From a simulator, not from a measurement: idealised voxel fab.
The following process module bears the name voxel air gaps.
In the cross-section labelled cut, the width is 235 nm and each square cell is 5 nm.
Think of the cross-section as a grid of square cells. We describe it in bands, top to bottom, and each band covers one or more rows of those cells.
In this notation a band is specified by the heights of its top and bottom, in that order and in nm, after which its materials appear from left to right, each paired with its width in nm. The word "all across" attached to a single material means that material fills the band from edge to edge; the word "blank" stands for empty space.
Height is counted from the level 0, under which the received wafer is composed throughout of one material. The lowest of the bands is not closed at the bottom but continues downward, in the notation "z 0 and below".
The notation "30->40" denotes a width that varies across the rows of cells in the band, beginning at the first number in the top row, finishing at the second number in the bottom row, and changing by an identical amount from each row to the next.
"remains unaltered" means the step left every cell of the cross-section as it was.
"Unvented voids" - sealed voids, min. 8 cells, no opening to top; format: width x height at distance (distance from left edge; nm throughout).
Where a step's line continues beyond its settings, the continuation is a remark by the simulator itself on that step.
What "overlay nm" on a step's line means: if the step has a mask, that mask lay this far to the right of its planned place, or, when the value is negative, to the left.
### The planned process steps are enumerated hereunder
1,RECEIVE [material Si]
2,CONFORMAL_DEP [material SiO2] [thk nm 10]
3,CONFORMAL_DEP [material SiN] [thk nm 5]
4,DIRECTIONAL_DEP [material SiO2] [thk nm 40]
5,MASKED_ETCH [tone open] [mask id LINES] [width nm 25] [pitch nm 55] [etch materials SiO2] [depth nm 40] [overlay nm 0]
6,CONFORMAL_DEP [material TiN] [thk nm 5]
7,FILL_DEP [material Ru] [thk nm 5]
8,CMP [height nm 55]
9,EPI [material Ru] [thk nm 10]
10,SELECTIVE_ETCH [etch materials SiO2] [depth nm 50]
11,CONFORMAL_DEP [material SiCN] [thk nm 5]
### Cross-section of the wafer as it came to us, i.e., already through step 1
	z 0 and below = Si all across
	Unvented voids: none
### The cross-section shown corresponds to the wafer at the conclusion of the module. The initial structure and the process plan are those presented above; however, one mistake occurred in executing the plan
	z 60 to 55 = SiCN all across
	z 55 to 50 = SiN all across
	z 50 to 0 = SiO2 all across
	z 0 and below = Si all across
	Unvented voids: none
The plan and the run diverged here: steps 3 and 4 were swapped
